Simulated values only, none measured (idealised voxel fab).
voxel released beams: a process module
In the cross-section labelled cut, the width is 245 nm and each square cell is 5 nm.
A cross-section is written here as square cells arranged in a grid, and it is given in bands from the top down, each band taking up one or more rows of cells.
Per band: top height and bottom height in nm, followed by the left-to-right materials and their widths in nm; "all across" marks a single material spanning edge to edge, "empty" marks empty space.
Below 0: as-received wafer, all one material; heights counted from there. Lowest band: no bottom, goes on down, written "0 -> down".
Graded width ("30..40"): value in top row of band = first number; value in bottom row = second number; row-to-row change constant.
For the purposes of this document, the phrase "no change occurred" attached to a step denotes that no cell within the cross-section was modified by that step.
So "Unvented cavities" is basically the list of trapped voids: any empty space of 8 cells or more that can't reach the top through an opening. They're written width x height at distance, the distance being from the left edge, and it's all nm.
Whatever follows a step's settings on its line is a remark the simulator itself makes about that step.
overlay nm: how far to the right of its planned place the mask lay on this masked step (negative: to the left).
# plan
1: RECEIVE: material Si
2: CONFORMAL_DEP: material Al2O3, thk nm 10
3: DIRECTIONAL_DEP: material SiO2, thk nm 10
4: DIRECTIONAL_DEP: material aC, thk nm 10
5: PATTERN: tone open, mask id ANCHOR, material resist, width nm 35, thk nm 25, overlay nm 0
6: DIRECTIONAL_ETCH: etch materials aC, depth nm 10
7: STRIP: etch materials resist
8: DIRECTIONAL_ETCH: etch materials SiO2, depth nm 10
9: STRIP: etch materials aC
10: CONFORMAL_DEP: material W, thk nm 15
11: DIRECTIONAL_DEP: material aC, thk nm 15
12: PATTERN: tone cover, mask id BEAM, material resist, width nm 105, thk nm 30, overlay nm 0
13: DIRECTIONAL_ETCH: etch materials aC, depth nm 5
14: STRIP: etch materials resist
15: DIRECTIONAL_ETCH: etch materials W, depth nm 15
16: STRIP: etch materials aC
17: STRIP: etch materials SiO2
The wafers in this document start out alike and differ in the depth nm applied at step 13; the plan shows the value used for the first wafer.
# Cross-sectional view of the first of several wafers in the as-received condition, corresponding to the state following step 1
  0 -> down: Si all across
  Unvented cavities: none
# Per wafer (row), end of module: delta in cells per material since receipt, (+) for gained, (-) for lost; closed voids after that
depth nm 5; +98 Al2O3; +84 SiO2; +159 W; Unvented cavities: none
depth nm 10; +98 Al2O3; +84 SiO2; +159 W; Unvented cavities: none
depth nm 15; +98 Al2O3; +75 W; Unvented cavities: none
depth nm 20; +98 Al2O3; +75 W; Unvented cavities: none
depth nm 25; +98 Al2O3; +75 W; Unvented cavities: none
depth nm 30; +98 Al2O3; +75 W; Unvented cavities: none
